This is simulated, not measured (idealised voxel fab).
The document below concerns the process module designated voxel trench capacitor.
Section shown: cut. Width: 285 nm. Cell size: 5 nm, square.
In what follows, cross-sections appear as grids of square cells, described through bands that run from the top down, where every band is one or more rows of cells.
Heads up on the band format: heights come first, top then bottom, in nm. After that it's the materials left to right, each with its width in nm. A single material flagged "edge to edge" fills the whole band edge to edge, and "empty" means there's empty space there.
Ref level 0: as-received wafer is one material below here. Bottom band extends down with no lower bound ("from 0 down").
The notation "30 to 40" denotes a width that varies across the rows of cells in the band, beginning at the first number in the top row, finishing at the second number in the bottom row, and changing by an identical amount from each row to the next.
"all unchanged" -> step changed no cross-section cell.
"Voids lacking openings": empty spaces of 8 cells or more with no open way to the top, each given as width x height at distance, distance from the left edge, all in nm.
The remark found on a step's line after its settings is issued by the simulator itself and pertains to that step.
The setting "overlay nm" may be written on the line of a step. When the step uses a mask, the value reports how far to the right of the planned place the mask lay, and a negative value reports that it lay to the left.

Intended process steps
step 1: RECEIVE with material Si
step 2: CONFORMAL_DEP with material SiN, thk nm 10
step 3: PATTERN with tone open, mask id TRENCH, material resist, width nm 15, pitch nm 55, thk nm 20, overlay nm 0
step 4: DIRECTIONAL_ETCH with etch materials SiN, depth nm 10
step 5: DIRECTIONAL_ETCH with etch materials Si, depth nm 40
step 6: STRIP with etch materials resist
step 7: CONFORMAL_DEP with material HfO2, thk nm 5
step 8: CONFORMAL_DEP with material TiN, thk nm 5
step 9: FILL_DEP with material W, thk nm 10
step 10: CMP with height nm 10
It is noted that the wafers described herein are identical at the outset and are distinguished by the width nm of step 3; the value stated in the plan corresponds to the first wafer.

First wafer as received, after step 1
  from 0 down = Si edge to edge
  Voids lacking openings: none

End of module, by wafer: material-by-material cell gain (+) or loss (-) since receipt, then closed voids
width nm 15; +42 HfO2; -48 Si; +102 SiN; +18 TiN; Voids lacking openings: none
width nm 20; +44 HfO2; -64 Si; +98 SiN; +36 TiN; Voids lacking openings: none
width nm 25; +46 HfO2; -80 Si; +94 SiN; +38 TiN; +16 W; Voids lacking openings: none
width nm 30; +48 HfO2; -96 Si; +90 SiN; +40 TiN; +32 W; Voids lacking openings: none
width nm 35; +50 HfO2; -112 Si; +86 SiN; +42 TiN; +48 W; Voids lacking openings: none
width nm 40; +52 HfO2; -128 Si; +82 SiN; +44 TiN; +64 W; Voids lacking openings: none
